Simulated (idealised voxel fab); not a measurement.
The document below concerns the process module designated voxel quadruple lines.
This is section cut - it's 165 nm across, gridded in 5 nm square cells.
Cross-sections here: square-cell grids, written as top-down lists of bands, a band being one or more rows of cells. In this notation a band is specified by the heights of its top and bottom, in that order and in nm, after which its materials appear from left to right, each paired with its width in nm. The word "all across" attached to a single material means that material fills the band from edge to edge; the word "empty" stands for empty space. Note: height 0 marks the level under which the wafer is uniformly one material as received. Lowest band unbounded below, written "0 down". Width spec "30->40" -> top row of cells at first value, bottom row at second value, equal per-row change in between. Step marked "nothing different"? Then no cell in the cross-section changed in it. Any empty space of 8 cells or more lacking an open way to the top shows up in "Closed void entries" as width x height at distance, distance from the left edge, in nm. Formally, on a step line, whatever follows the settings is a remark that the simulator itself makes on the step. overlay nm: right-of-plan distance of the mask on a masked step; negative values mean left-of-plan.
### Set out below are the planned steps of the process
| 1 | RECEIVE with material Si |
| 2 | CONFORMAL_DEP with material SiO2, thk nm 10 |
| 3 | DIRECTIONAL_DEP with material TiN, thk nm 15 |
| 4 | DIRECTIONAL_DEP with material polySi, thk nm 15 |
| 5 | DIRECTIONAL_DEP with material aC, thk nm 20 |
| 6 | PATTERN with tone cover, mask id MANDREL, material resist, width nm 25, thk nm 30, overlay nm 0 |
| 7 | DIRECTIONAL_ETCH with etch materials aC, depth nm 20 |
| 8 | STRIP with etch materials resist |
| 9 | CONFORMAL_DEP with material SiO2, thk nm 15 |
| 10 | DIRECTIONAL_ETCH with etch materials SiO2, depth nm 15 |
| 11 | STRIP with etch materials aC |
| 12 | DIRECTIONAL_ETCH with etch materials polySi, depth nm 15 |
| 13 | STRIP with etch materials SiO2 |
| 14 | CONFORMAL_DEP with material SiCN, thk nm 5 |
| 15 | DIRECTIONAL_ETCH with etch materials SiCN, depth nm 5 |
| 16 | STRIP with etch materials polySi |
| 17 | DIRECTIONAL_ETCH with etch materials TiN, depth nm 15 |
| 18 | STRIP with etch materials SiCN |
### Incoming wafer, cross-sectional view, post step 1
    0 down | Si all across
    Closed void entries: none
### One mistake in running the module, otherwise start and plan as above: cross-section at the end
    40 to 25 | empty 50 nm  TiN 5 nm  empty 15 nm  TiN 5 nm  empty 15 nm  TiN 5 nm  empty 15 nm  TiN 5 nm  empty 50 nm
    25 to 10 | TiN all across
    10 to 0 | SiO2 all across
    0 down | Si all across
    Closed void entries: none
Where did the run depart from the plan? the plan's step 3 ran twice
